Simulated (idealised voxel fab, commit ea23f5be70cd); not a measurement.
process module | voxel wiring stack
cross-section cut | 275 nm wide | cells 5 nm
A cross-section is a grid of square cells, given in bands from the top down. A band is one or more rows of cells.
Each band's line starts with the height of the band's top and of its bottom, in nm. Then come its materials from left to right, each with its width in nm. One material with "throughout" fills the band from edge to edge. "air" is empty space.
Height 0 is the level under which the wafer as received is all one material. The lowest band goes on downwards, as in "0 down".
A width such as "30 to 40" changes by the same amount from each row of cells to the next, from the band's top row to its bottom row.
"no change" after a step means that no cell of the cross-section changed.
closed voids: empty space of 8 cells or more with no open way to the top, each as width x height at its distance from the left edge, in nm
after a step's settings: what the simulator itself notes on the step
overlay nm, on a step with a mask: how far to the right of its planned place the mask lay; to the left if negative
plan
1 op RECEIVE | material Si
2 op CONFORMAL_DEP | material SiO2 | thk nm 15
3 op DIRECTIONAL_DEP | material TiN | thk nm 5
4 op DIRECTIONAL_DEP | material Ru | thk nm 25
5 op DIRECTIONAL_DEP | material aC | thk nm 15
6 op PATTERN | tone cover | mask id METAL_1 | material resist | width nm 20 | pitch nm 40 | thk nm 30 | overlay nm 0
7 op DIRECTIONAL_ETCH | etch materials aC | depth nm 15
8 op STRIP | etch materials resist
9 op DIRECTIONAL_ETCH | etch materials Ru | depth nm 25
10 op DIRECTIONAL_ETCH | etch materials TiN | depth nm 5
11 op STRIP | etch materials aC
12 op FILL_DEP | material SiO2 | thk nm 5
13 op CMP | height nm 45
14 op CONFORMAL_DEP | material SiCN | thk nm 5
15 op DIRECTIONAL_DEP | material lowk | thk nm 30
16 op PATTERN | tone open | mask id METAL_2_HOLES | material resist | width nm 15 | pitch nm 80 | thk nm 15 | overlay nm 0
17 op DIRECTIONAL_ETCH | etch materials lowk | depth nm 30
18 op STRIP | etch materials resist
19 op PATTERN | tone open | mask id METAL_2 | material resist | width nm 20 | pitch nm 40 | thk nm 15 | overlay nm 0
20 op DIRECTIONAL_ETCH | etch materials lowk | depth nm 20
21 op DIRECTIONAL_ETCH | etch materials SiCN | depth nm 5
22 op STRIP | etch materials resist
23 op CONFORMAL_DEP | material TiN | thk nm 5
24 op FILL_DEP | material Ru | thk nm 5
25 op CMP | height nm 80
26 op CONFORMAL_DEP | material SiCN | thk nm 5
27 op DIRECTIONAL_DEP | material SiO2 | thk nm 35
28 op DIRECTIONAL_DEP | material aC | thk nm 10
29 op PATTERN | tone open | mask id METAL_3 | material resist | width nm 20 | pitch nm 40 | thk nm 30 | overlay nm 0
30 op DIRECTIONAL_ETCH | etch materials aC | depth nm 10
31 op STRIP | etch materials resist
32 op DIRECTIONAL_ETCH | etch materials SiO2 | depth nm 20
33 op STRIP | etch materials aC
34 op MASKED_ETCH | tone open | mask id METAL_3_HOLES | width nm 15 | pitch nm 80 | etch materials SiO2 | depth nm 15 | overlay nm 0
35 op MASKED_ETCH | tone open | mask id METAL_3_HOLES | width nm 15 | pitch nm 80 | etch materials SiCN | depth nm 5 | overlay nm 0
36 op CONFORMAL_DEP | material TiN | thk nm 5
37 op FILL_DEP | material Cu | thk nm 10
38 op CMP | height nm 120
39 op CONFORMAL_DEP | material SiN | thk nm 5
as received, after step 1
  0 down: Si throughout
  closed voids: none
first wafer at the end, as planned
  125 to 120: SiN throughout
  120 to 105: SiO2 65 | TiN 5 | Cu 10 | TiN 5 | SiO2 20 | TiN 5 | Cu 10 | TiN 5 | SiO2 20 | TiN 5 | Cu 10 | TiN 5 | SiO2 20 | TiN 5 | Cu 10 | TiN 5 | SiO2 70
  105 to 100: SiO2 65 | TiN 5 | Cu 5 | TiN 10 | SiO2 20 | TiN 20 | SiO2 20 | TiN 5 | Cu 5 | TiN 10 | SiO2 20 | TiN 20 | SiO2 70
  100 to 85: SiO2 65 | TiN 5 | Cu 5 | TiN 5 | SiO2 65 | TiN 5 | Cu 5 | TiN 5 | SiO2 115
  85 to 80: SiCN 65 | TiN 15 | SiCN 65 | TiN 15 | SiCN 115
  80 to 65: lowk 65 | TiN 5 | Ru 10 | TiN 5 | lowk 20 | TiN 5 | Ru 10 | TiN 5 | lowk 20 | TiN 5 | Ru 10 | TiN 5 | lowk 20 | TiN 5 | Ru 10 | TiN 5 | lowk 70
  65 to 60: lowk 65 | TiN 5 | Ru 5 | TiN 10 | lowk 20 | TiN 20 | lowk 20 | TiN 5 | Ru 5 | TiN 10 | lowk 20 | TiN 20 | lowk 70
  60 to 50: lowk 65 | TiN 5 | Ru 5 | TiN 5 | lowk 65 | TiN 5 | Ru 5 | TiN 5 | lowk 115
  50 to 45: SiCN 65 | TiN 15 | SiCN 65 | TiN 15 | SiCN 115
  45 to 20: SiO2 65 | Ru 20 | SiO2 20 | Ru 20 | SiO2 20 | Ru 20 | SiO2 20 | Ru 20 | SiO2 70
  20 to 15: SiO2 65 | TiN 20 | SiO2 20 | TiN 20 | SiO2 20 | TiN 20 | SiO2 20 | TiN 20 | SiO2 70
  15 to 0: SiO2 throughout
  0 down: Si throughout
  closed voids: none
second wafer at the end: like start, like plan, one mistake
  125 to 120: SiN throughout
  120 to 115: SiCN 65 | TiN 15 | SiCN 65 | TiN 15 | SiCN 115
  115 to 80: SiO2 throughout
  80 to 65: lowk 65 | TiN 5 | Ru 10 | TiN 5 | lowk 20 | TiN 5 | Ru 10 | TiN 5 | lowk 20 | TiN 5 | Ru 10 | TiN 5 | lowk 20 | TiN 5 | Ru 10 | TiN 5 | lowk 70
  65 to 60: lowk 65 | TiN 5 | Ru 5 | TiN 10 | lowk 20 | TiN 20 | lowk 20 | TiN 5 | Ru 5 | TiN 10 | lowk 20 | TiN 20 | lowk 70
  60 to 50: lowk 65 | TiN 5 | Ru 5 | TiN 5 | lowk 65 | TiN 5 | Ru 5 | TiN 5 | lowk 115
  50 to 45: SiCN 65 | TiN 15 | SiCN 65 | TiN 15 | SiCN 115
  45 to 20: SiO2 65 | Ru 20 | SiO2 20 | Ru 20 | SiO2 20 | Ru 20 | SiO2 20 | Ru 20 | SiO2 70
  20 to 15: SiO2 65 | TiN 20 | SiO2 20 | TiN 20 | SiO2 20 | TiN 20 | SiO2 20 | TiN 20 | SiO2 70
  15 to 0: SiO2 throughout
  0 down: Si throughout
  closed voids: none
what went wrong: steps 26 and 27 were swapped
at the end the second wafer has, in cells: 32 fewer of Cu | 82 more of SiO2 | 50 fewer of TiN
